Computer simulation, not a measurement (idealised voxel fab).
Module name: voxel gate over fins (process module)
Xsec cut, 155 nm wide, square cell size 5 nm.
How to read a cross-section here: the picture is a grid of square cells, written as bands going from the top down, and any band can span one or more rows of cells. This entry defines a band. It first specifies the height of the band's top and the height of its bottom in nm, and then specifies the band's materials from left to right, stating each material with its width in nm. The word "edge to edge" identifies a single material that fills the band from edge to edge, while the word "air" identifies empty space. We count height from 0. Below that, the starting wafer is all one material. The lowest band never ends at the bottom but goes on down; see "0 nm and below" for how that is written. Graded width ("30->40"): value in top row of band = first number; value in bottom row = second number; row-to-row change constant. "no change" for a step: no cell of the cross-section changed in that step. The entry "Sealed void list" lists the empty spaces that cover at least 8 cells and have no open path to the top. Each is written as width x height at distance, where the distance is measured from the left edge and all three values are in nm. Read whatever lies past the settings on a step's line as the simulator's own remark about the step. The optional step-line setting "overlay nm" applies to steps with a mask and quantifies how far to the right of its planned location the mask lay, a negative value indicating leftward placement.

So here's the lineup of process steps we planned
1. RECEIVE: material Si
2. CONFORMAL_DEP: material SiN, thk nm 10
3. MASKED_ETCH: tone cover, mask id FINS, width nm 15, pitch nm 55, etch materials SiN, depth nm 10, overlay nm 0
4. MASKED_ETCH: tone cover, mask id FINS, width nm 15, pitch nm 55, etch materials Si, depth nm 30, overlay nm 0
5. FILL_DEP: material SiO2, thk nm 10
6. CMP: height nm 10
7. DIRECTIONAL_DEP: material aC, thk nm 10
8. PATTERN: tone open, mask id RAIL, material resist, width nm 15, thk nm 25, overlay nm 0
9. DIRECTIONAL_ETCH: etch materials aC, depth nm 10
10. STRIP: etch materials resist
11. DIRECTIONAL_ETCH: etch materials SiO2, depth nm 35
12. STRIP: etch materials aC
13. CONFORMAL_DEP: material TiN, thk nm 5
14. FILL_DEP: material W, thk nm 5
15. CMP: height nm 10
16. SELECTIVE_ETCH: etch materials W Ru TiN, depth nm 30
17. FILL_DEP: material SiO2, thk nm 5
18. CMP: height nm 10
19. SELECTIVE_ETCH: etch materials SiO2, depth nm 25
20. STRIP: etch materials SiN
21. CONFORMAL_DEP: material HfO2, thk nm 5
22. CONFORMAL_DEP: material TiN, thk nm 5
23. FILL_DEP: material W, thk nm 15
24. CMP: height nm 20
25. CONFORMAL_DEP: material SiCN, thk nm 10

Run as planned: first of two wafers

The cross-section here shows the wafer as received, i.e. in its state after step 1
	0 nm and below = Si edge to edge
	Sealed void list: none

Wafer section view after processing step 2
	10 nm to 0 nm = SiN edge to edge
	Whatever lies below 0 is exactly as it was before.

Wafer section view after processing step 3
	10 nm to 0 nm = 40 of air, 15 of SiN, 40 of air, 15 of SiN, 45 of air
	Whatever lies below 0 is exactly as it was before.

Wafer section view after processing step 4
	10 nm to 0 nm = 40 of air, 15 of SiN, 40 of air, 15 of SiN, 45 of air
	0 nm to -30 nm = 40 of air, 15 of Si, 40 of air, 15 of Si, 45 of air
	Whatever lies below -30 is exactly as it was before.

Wafer section view after processing step 5
	20 nm to 10 nm = SiO2 edge to edge
	10 nm to 0 nm = 40 of SiO2, 15 of SiN, 40 of SiO2, 15 of SiN, 45 of SiO2
	0 nm to -30 nm = 40 of SiO2, 15 of Si, 40 of SiO2, 15 of Si, 45 of SiO2
	Whatever lies below -30 is exactly as it was before.

Wafer section view after processing step 6
	10 nm to 0 nm = 40 of SiO2, 15 of SiN, 40 of SiO2, 15 of SiN, 45 of SiO2
	Whatever lies below 0 is exactly as it was before.

Wafer section view after processing step 7
	20 nm to 10 nm = aC edge to edge
	Whatever lies below 10 is exactly as it was before.

Wafer section view after processing step 8
	45 nm to 20 nm = 65 of resist, 15 of air, 75 of resist
	Whatever lies below 20 is exactly as it was before.

Wafer section view after processing step 9
	35 nm to 20 nm = 65 of resist, 15 of air, 75 of resist
	20 nm to 10 nm = 65 of aC, 15 of air, 75 of aC
	Whatever lies below 10 is exactly as it was before.

Wafer section view after processing step 10
	20 nm to 10 nm = 65 of aC, 15 of air, 75 of aC
	Whatever lies below 10 is exactly as it was before.

Wafer section view after processing step 11
	20 nm to 10 nm = 65 of aC, 15 of air, 75 of aC
	10 nm to 0 nm = 40 of SiO2, 15 of SiN, 10 of SiO2, 15 of air, 15 of SiO2, 15 of SiN, 45 of SiO2
	0 nm to -25 nm = 40 of SiO2, 15 of Si, 10 of SiO2, 15 of air, 15 of SiO2, 15 of Si, 45 of SiO2
	Whatever lies below -25 is exactly as it was before.

Wafer section view after processing step 12
	10 nm to 0 nm = 40 of SiO2, 15 of SiN, 10 of SiO2, 15 of air, 15 of SiO2, 15 of SiN, 45 of SiO2
	Whatever lies below 0 is exactly as it was before.

Wafer section view after processing step 13
	15 nm to 10 nm = 70 of TiN, 5 of air, 80 of TiN
	10 nm to 0 nm = 40 of SiO2, 15 of SiN, 10 of SiO2, 5 of TiN, 5 of air, 5 of TiN, 15 of SiO2, 15 of SiN, 45 of SiO2
	0 nm to -20 nm = 40 of SiO2, 15 of Si, 10 of SiO2, 5 of TiN, 5 of air, 5 of TiN, 15 of SiO2, 15 of Si, 45 of SiO2
	-20 nm to -25 nm = 40 of SiO2, 15 of Si, 10 of SiO2, 15 of TiN, 15 of SiO2, 15 of Si, 45 of SiO2
	Whatever lies below -25 is exactly as it was before.

Wafer section view after processing step 14
	20 nm to 15 nm = W edge to edge
	15 nm to 10 nm = 70 of TiN, 5 of W, 80 of TiN
	10 nm to 0 nm = 40 of SiO2, 15 of SiN, 10 of SiO2, 5 of TiN, 5 of W, 5 of TiN, 15 of SiO2, 15 of SiN, 45 of SiO2
	0 nm to -20 nm = 40 of SiO2, 15 of Si, 10 of SiO2, 5 of TiN, 5 of W, 5 of TiN, 15 of SiO2, 15 of Si, 45 of SiO2
	Whatever lies below -20 is exactly as it was before.

Wafer section view after processing step 15
	10 nm to 0 nm = 40 of SiO2, 15 of SiN, 10 of SiO2, 5 of TiN, 5 of W, 5 of TiN, 15 of SiO2, 15 of SiN, 45 of SiO2
	Whatever lies below 0 is exactly as it was before.

Wafer section view after processing step 16
	10 nm to 0 nm = 40 of SiO2, 15 of SiN, 10 of SiO2, 15 of air, 15 of SiO2, 15 of SiN, 45 of SiO2
	0 nm to -20 nm = 40 of SiO2, 15 of Si, 10 of SiO2, 15 of air, 15 of SiO2, 15 of Si, 45 of SiO2
	Whatever lies below -20 is exactly as it was before.

Wafer section view after processing step 17
	15 nm to 10 nm = SiO2 edge to edge
	10 nm to 0 nm = 40 of SiO2, 15 of SiN, 40 of SiO2, 15 of SiN, 45 of SiO2
	0 nm to -20 nm = 40 of SiO2, 15 of Si, 40 of SiO2, 15 of Si, 45 of SiO2
	Whatever lies below -20 is exactly as it was before.

Wafer section view after processing step 18
	10 nm to 0 nm = 40 of SiO2, 15 of SiN, 40 of SiO2, 15 of SiN, 45 of SiO2
	Whatever lies below 0 is exactly as it was before.

Wafer section view after processing step 19
	10 nm to 0 nm = 40 of air, 15 of SiN, 40 of air, 15 of SiN, 45 of air
	0 nm to -15 nm = 40 of air, 15 of Si, 40 of air, 15 of Si, 45 of air
	Whatever lies below -15 is exactly as it was before.

Wafer section view after processing step 20
	0 nm to -15 nm = 40 of air, 15 of Si, 40 of air, 15 of Si, 45 of air
	Whatever lies below -15 is exactly as it was before.

Wafer section view after processing step 21
	5 nm to 0 nm = 35 of air, 25 of HfO2, 30 of air, 25 of HfO2, 40 of air
	0 nm to -10 nm = 35 of air, 5 of HfO2, 15 of Si, 5 of HfO2, 30 of air, 5 of HfO2, 15 of Si, 5 of HfO2, 40 of air
	-10 nm to -15 nm = 40 of HfO2, 15 of Si, 40 of HfO2, 15 of Si, 45 of HfO2
	Whatever lies below -15 is exactly as it was before.

Wafer section view after processing step 22
	10 nm to 5 nm = 30 of air, 35 of TiN, 20 of air, 35 of TiN, 35 of air
	5 nm to 0 nm = 30 of air, 5 of TiN, 25 of HfO2, 5 of TiN, 20 of air, 5 of TiN, 25 of HfO2, 5 of TiN, 35 of air
	0 nm to -5 nm = 30 of air, 5 of TiN, 5 of HfO2, 15 of Si, 5 of HfO2, 5 of TiN, 20 of air, 5 of TiN, 5 of HfO2, 15 of Si, 5 of HfO2, 5 of TiN, 35 of air
	-5 nm to -10 nm = 35 of TiN, 5 of HfO2, 15 of Si, 5 of HfO2, 30 of TiN, 5 of HfO2, 15 of Si, 5 of HfO2, 40 of TiN
	Whatever lies below -10 is exactly as it was before.

Wafer section view after processing step 23
	25 nm to 10 nm = W edge to edge
	10 nm to 5 nm = 30 of W, 35 of TiN, 20 of W, 35 of TiN, 35 of W
	5 nm to 0 nm = 30 of W, 5 of TiN, 25 of HfO2, 5 of TiN, 20 of W, 5 of TiN, 25 of HfO2, 5 of TiN, 35 of W
	0 nm to -5 nm = 30 of W, 5 of TiN, 5 of HfO2, 15 of Si, 5 of HfO2, 5 of TiN, 20 of W, 5 of TiN, 5 of HfO2, 15 of Si, 5 of HfO2, 5 of TiN, 35 of W
	Whatever lies below -5 is exactly as it was before.

Wafer section view after processing step 24
	20 nm to 10 nm = W edge to edge
	Whatever lies below 10 is exactly as it was before.

Wafer section view after processing step 25
	30 nm to 20 nm = SiCN edge to edge
	Whatever lies below 20 is exactly as it was before.

Okay, second wafer. Nothing different at the start, nothing different in the plan, just one mistake somewhere in the running. As far as step 7, counting that step, it's the first wafer all over again

Second wafer at the planned finish of step 8, seen in cross-section
	45 nm to 20 nm = 65 of resist, 20 of air, 70 of resist
	Whatever lies below 20 is exactly as it was before.

Second wafer at the planned finish of step 9, seen in cross-section
	35 nm to 20 nm = 65 of resist, 20 of air, 70 of resist
	20 nm to 10 nm = 65 of aC, 20 of air, 70 of aC
	Whatever lies below 10 is exactly as it was before.

Second wafer at the planned finish of step 10, seen in cross-section
	20 nm to 10 nm = 65 of aC, 20 of air, 70 of aC
	Whatever lies below 10 is exactly as it was before.

Second wafer at the planned finish of step 11, seen in cross-section
	20 nm to 10 nm = 65 of aC, 20 of air, 70 of aC
	10 nm to 0 nm = 40 of SiO2, 15 of SiN, 10 of SiO2, 20 of air, 10 of SiO2, 15 of SiN, 45 of SiO2
	0 nm to -25 nm = 40 of SiO2, 15 of Si, 10 of SiO2, 20 of air, 10 of SiO2, 15 of Si, 45 of SiO2
	Whatever lies below -25 is exactly as it was before.

Second wafer at the planned finish of step 12, seen in cross-section
	10 nm to 0 nm = 40 of SiO2, 15 of SiN, 10 of SiO2, 20 of air, 10 of SiO2, 15 of SiN, 45 of SiO2
	Whatever lies below 0 is exactly as it was before.

Second wafer at the planned finish of step 13, seen in cross-section
	15 nm to 10 nm = 70 of TiN, 10 of air, 75 of TiN
	10 nm to 0 nm = 40 of SiO2, 15 of SiN, 10 of SiO2, 5 of TiN, 10 of air, 5 of TiN, 10 of SiO2, 15 of SiN, 45 of SiO2
	0 nm to -20 nm = 40 of SiO2, 15 of Si, 10 of SiO2, 5 of TiN, 10 of air, 5 of TiN, 10 of SiO2, 15 of Si, 45 of SiO2
	-20 nm to -25 nm = 40 of SiO2, 15 of Si, 10 of SiO2, 20 of TiN, 10 of SiO2, 15 of Si, 45 of SiO2
	Whatever lies below -25 is exactly as it was before.

Second wafer at the planned finish of step 14, seen in cross-section
	20 nm to 15 nm = W edge to edge
	15 nm to 10 nm = 70 of TiN, 10 of W, 75 of TiN
	10 nm to 0 nm = 40 of SiO2, 15 of SiN, 10 of SiO2, 5 of TiN, 10 of W, 5 of TiN, 10 of SiO2, 15 of SiN, 45 of SiO2
	0 nm to -20 nm = 40 of SiO2, 15 of Si, 10 of SiO2, 5 of TiN, 10 of W, 5 of TiN, 10 of SiO2, 15 of Si, 45 of SiO2
	Whatever lies below -20 is exactly as it was before.

Second wafer at the planned finish of step 15, seen in cross-section
	10 nm to 0 nm = 40 of SiO2, 15 of SiN, 10 of SiO2, 5 of TiN, 10 of W, 5 of TiN, 10 of SiO2, 15 of SiN, 45 of SiO2
	Whatever lies below 0 is exactly as it was before.

Second wafer at the planned finish of step 16, seen in cross-section
	10 nm to 0 nm = 40 of SiO2, 15 of SiN, 10 of SiO2, 20 of air, 10 of SiO2, 15 of SiN, 45 of SiO2
	0 nm to -20 nm = 40 of SiO2, 15 of Si, 10 of SiO2, 20 of air, 10 of SiO2, 15 of Si, 45 of SiO2
	Whatever lies below -20 is exactly as it was before.

Second wafer at the planned finish of step 17, seen in cross-section
	15 nm to 10 nm = SiO2 edge to edge
	10 nm to 0 nm = 40 of SiO2, 15 of SiN, 40 of SiO2, 15 of SiN, 45 of SiO2
	0 nm to -20 nm = 40 of SiO2, 15 of Si, 40 of SiO2, 15 of Si, 45 of SiO2
	Whatever lies below -20 is exactly as it was before.

Second wafer at the planned finish of step 18, seen in cross-section
	10 nm to 0 nm = 40 of SiO2, 15 of SiN, 40 of SiO2, 15 of SiN, 45 of SiO2
	Whatever lies below 0 is exactly as it was before.

Second wafer at the planned finish of step 19, seen in cross-section
	10 nm to 0 nm = 40 of air, 15 of SiN, 40 of air, 15 of SiN, 45 of air
	0 nm to -15 nm = 40 of air, 15 of Si, 40 of air, 15 of Si, 45 of air
	Whatever lies below -15 is exactly as it was before.

Second wafer at the planned finish of step 20, seen in cross-section
	0 nm to -15 nm = 40 of air, 15 of Si, 40 of air, 15 of Si, 45 of air
	Whatever lies below -15 is exactly as it was before.

Second wafer at the planned finish of step 21, seen in cross-section
	5 nm to 0 nm = 35 of air, 25 of HfO2, 30 of air, 25 of HfO2, 40 of air
	0 nm to -10 nm = 35 of air, 5 of HfO2, 15 of Si, 5 of HfO2, 30 of air, 5 of HfO2, 15 of Si, 5 of HfO2, 40 of air
	-10 nm to -15 nm = 40 of HfO2, 15 of Si, 40 of HfO2, 15 of Si, 45 of HfO2
	Whatever lies below -15 is exactly as it was before.

Second wafer at the planned finish of step 22, seen in cross-section
	10 nm to 5 nm = 30 of air, 35 of TiN, 20 of air, 35 of TiN, 35 of air
	5 nm to 0 nm = 30 of air, 5 of TiN, 25 of HfO2, 5 of TiN, 20 of air, 5 of TiN, 25 of HfO2, 5 of TiN, 35 of air
	0 nm to -5 nm = 30 of air, 5 of TiN, 5 of HfO2, 15 of Si, 5 of HfO2, 5 of TiN, 20 of air, 5 of TiN, 5 of HfO2, 15 of Si, 5 of HfO2, 5 of TiN, 35 of air
	-5 nm to -10 nm = 35 of TiN, 5 of HfO2, 15 of Si, 5 of HfO2, 30 of TiN, 5 of HfO2, 15 of Si, 5 of HfO2, 40 of TiN
	Whatever lies below -10 is exactly as it was before.

Second wafer at the planned finish of step 23, seen in cross-section
	25 nm to 10 nm = W edge to edge
	10 nm to 5 nm = 30 of W, 35 of TiN, 20 of W, 35 of TiN, 35 of W
	5 nm to 0 nm = 30 of W, 5 of TiN, 25 of HfO2, 5 of TiN, 20 of W, 5 of TiN, 25 of HfO2, 5 of TiN, 35 of W
	0 nm to -5 nm = 30 of W, 5 of TiN, 5 of HfO2, 15 of Si, 5 of HfO2, 5 of TiN, 20 of W, 5 of TiN, 5 of HfO2, 15 of Si, 5 of HfO2, 5 of TiN, 35 of W
	Whatever lies below -5 is exactly as it was before.

Second wafer at the planned finish of step 24, seen in cross-section
	20 nm to 10 nm = W edge to edge
	Whatever lies below 10 is exactly as it was before.

Second wafer at the planned finish of step 25, seen in cross-section
	30 nm to 20 nm = SiCN edge to edge
	Whatever lies below 20 is exactly as it was before.
Where did the run depart from the plan? step 8 ran differently from the plan; actual operation with settings: PATTERN: tone open, mask id RAIL, material resist, width nm 20, thk nm 25, overlay nm 0
The second wafer ends with more or fewer cells of some materials than the first, per final count: 1 fewer of SiO2, 1 more of TiN
